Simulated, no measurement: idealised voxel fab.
The process module presented herein is designated voxel wiring stack.
Pictured: cross-section cut, 195 nm wide, on a grid of 5 nm square cells.
Cross-section format: a grid of square cells, given as bands from top to bottom; each band is one or more rows of cells.
The entry gives the band's vertical extent as a top height and a bottom height in nm, then its horizontal make-up as materials from left to right, each with a width in nm. "blank" stands for empty space; a single material marked "throughout" fills the band edge to edge.
Convention: height 0 is the level below which the wafer, as received, is all one material. The lowest band does not terminate at the bottom but continues downward, represented as "0..down".
Read "30 to 40" as a graded width: first number on top, second number at the bottom, same change between each pair of neighbouring rows.
Basically "nothing got changed" means that step didn't change any cell in the cross-section.
"Sealed void inventory" - sealed voids, min. 8 cells, no opening to top; format: width x height at distance (distance from left edge; nm throughout).
Step line, after settings: the simulator's comment on this step.
"overlay nm", when on a step's line for a step with a mask, measures how far to the right of its planned place the mask lay; a negative measure means to the left.
**The process steps that were planned are listed below**
1. RECEIVE (material Si)
2. CONFORMAL_DEP (material SiO2; thk nm 15)
3. CONFORMAL_DEP (material SiN; thk nm 5)
4. DIRECTIONAL_DEP (material lowk; thk nm 25)
5. DIRECTIONAL_DEP (material aC; thk nm 15)
6. PATTERN (tone open; mask id METAL_1; material resist; width nm 25; pitch nm 55; thk nm 35; overlay nm 0)
7. DIRECTIONAL_ETCH (etch materials aC; depth nm 15)
8. STRIP (etch materials resist)
9. DIRECTIONAL_ETCH (etch materials lowk; depth nm 25)
10. DIRECTIONAL_ETCH (etch materials SiN; depth nm 5)
11. STRIP (etch materials aC)
12. CONFORMAL_DEP (material TiN; thk nm 5)
13. FILL_DEP (material Ru; thk nm 5)
14. CMP (height nm 45)
15. CONFORMAL_DEP (material SiCN; thk nm 5)
16. DIRECTIONAL_DEP (material SiO2; thk nm 30)
17. PATTERN (tone open; mask id METAL_2; material resist; width nm 25; pitch nm 55; thk nm 15; overlay nm 0)
18. DIRECTIONAL_ETCH (etch materials SiO2; depth nm 20)
19. STRIP (etch materials resist)
20. DIRECTIONAL_DEP (material aC; thk nm 15)
21. PATTERN (tone open; mask id METAL_2_HOLES; material resist; width nm 15; pitch nm 55; thk nm 35; overlay nm 0)
22. DIRECTIONAL_ETCH (etch materials aC; depth nm 15)
23. STRIP (etch materials resist)
24. DIRECTIONAL_ETCH (etch materials SiO2; depth nm 10)
25. DIRECTIONAL_ETCH (etch materials SiCN; depth nm 5)
26. STRIP (etch materials aC)
27. CONFORMAL_DEP (material TiN; thk nm 5)
28. FILL_DEP (material Cu; thk nm 5)
29. CMP (height nm 80)
30. CONFORMAL_DEP (material SiCN; thk nm 5)
31. DIRECTIONAL_DEP (material SiO2; thk nm 35)
32. PATTERN (tone open; mask id METAL_3_HOLES; material resist; width nm 15; thk nm 20; overlay nm 0)
33. DIRECTIONAL_ETCH (etch materials SiO2; depth nm 35)
34. STRIP (etch materials resist)
35. DIRECTIONAL_DEP (material aC; thk nm 15)
36. PATTERN (tone open; mask id METAL_3; material resist; width nm 25; pitch nm 55; thk nm 35; overlay nm 0)
37. DIRECTIONAL_ETCH (etch materials aC; depth nm 15)
38. STRIP (etch materials resist)
39. DIRECTIONAL_ETCH (etch materials SiO2; depth nm 20)
40. DIRECTIONAL_ETCH (etch materials SiCN; depth nm 5)
41. STRIP (etch materials aC)
42. CONFORMAL_DEP (material TiN; thk nm 5)
43. FILL_DEP (material Cu; thk nm 10)
44. CMP (height nm 120)
45. CONFORMAL_DEP (material SiCN; thk nm 5)
**Step 1 complete: cross-section of the wafer as received**
* 0..down  Si throughout
* Sealed void inventory: none
**End-of-module cross-section of the first of two wafers, processed as planned**
* 125..120  SiCN throughout
* 120..105  SiO2=55, then TiN=5, then Cu=15, then TiN=5, then SiO2=30, then TiN=5, then Cu=15, then TiN=5, then SiO2=60
* 105..100  SiO2=55, then TiN=5, then Cu=5, then TiN=15, then SiO2=30, then TiN=25, then SiO2=60
* 100..85  SiO2=55, then TiN=5, then Cu=5, then TiN=5, then SiO2=125
* 85..80  SiCN=55, then TiN=15, then SiCN=125
* 80..65  SiO2=55, then TiN=5, then Cu=15, then TiN=5, then SiO2=30, then TiN=5, then Cu=15, then TiN=5, then SiO2=60
* 65..60  SiO2=55, then TiN=5, then Cu=5, then TiN=15, then SiO2=30, then TiN=5, then Cu=5, then TiN=15, then SiO2=60
* 60..50  SiO2=55, then TiN=5, then Cu=5, then TiN=5, then SiO2=40, then TiN=5, then Cu=5, then TiN=5, then SiO2=70
* 50..45  SiCN=55, then TiN=15, then SiCN=40, then TiN=15, then SiCN=70
* 45..20  lowk=55, then TiN=5, then Ru=15, then TiN=5, then lowk=30, then TiN=5, then Ru=15, then TiN=5, then lowk=60
* 20..15  SiN=55, then TiN=25, then SiN=30, then TiN=25, then SiN=60
* 15..0  SiO2 throughout
* 0..down  Si throughout
* Sealed void inventory: none
**This is the second of the two wafers, cross-sectioned at the end of the module; it started exactly like the first and was given the same plan, but it was run with one mistake**
* 125..120  SiCN throughout
* 120..105  SiO2=55, then TiN=5, then Cu=15, then TiN=5, then SiO2=30, then TiN=5, then Cu=15, then TiN=5, then SiO2=60
* 105..100  SiO2=55, then TiN=5, then Cu=5, then TiN=15, then SiO2=30, then TiN=25, then SiO2=60
* 100..85  SiO2=55, then TiN=5, then Cu=5, then TiN=5, then SiO2=125
* 85..80  SiCN=55, then TiN=15, then SiCN=125
* 80..65  SiO2=55, then TiN=5, then Cu=15, then TiN=5, then SiO2=30, then TiN=5, then Cu=15, then TiN=5, then SiO2=60
* 65..60  SiO2=55, then TiN=10, then Cu=5, then TiN=10, then SiO2=30, then TiN=10, then Cu=5, then TiN=10, then SiO2=60
* 60..50  SiO2=60, then TiN=5, then Cu=5, then TiN=5, then SiO2=40, then TiN=5, then Cu=5, then TiN=5, then SiO2=65
* 50..45  SiCN=60, then TiN=15, then SiCN=40, then TiN=15, then SiCN=65
* 45..20  lowk=55, then TiN=5, then Ru=15, then TiN=5, then lowk=30, then TiN=5, then Ru=15, then TiN=5, then lowk=60
* 20..15  SiN=55, then TiN=25, then SiN=30, then TiN=25, then SiN=60
* 15..0  SiO2 throughout
* 0..down  Si throughout
* Sealed void inventory: none
Deviation noted in wafer processing: step 21 deviated from plan and actually ran as PATTERN (tone open; mask id METAL_2_HOLES; material resist; width nm 15; pitch nm 55; thk nm 35; overlay nm 5)
Final wafers compared: equal cell tally per material, rearranged layout.
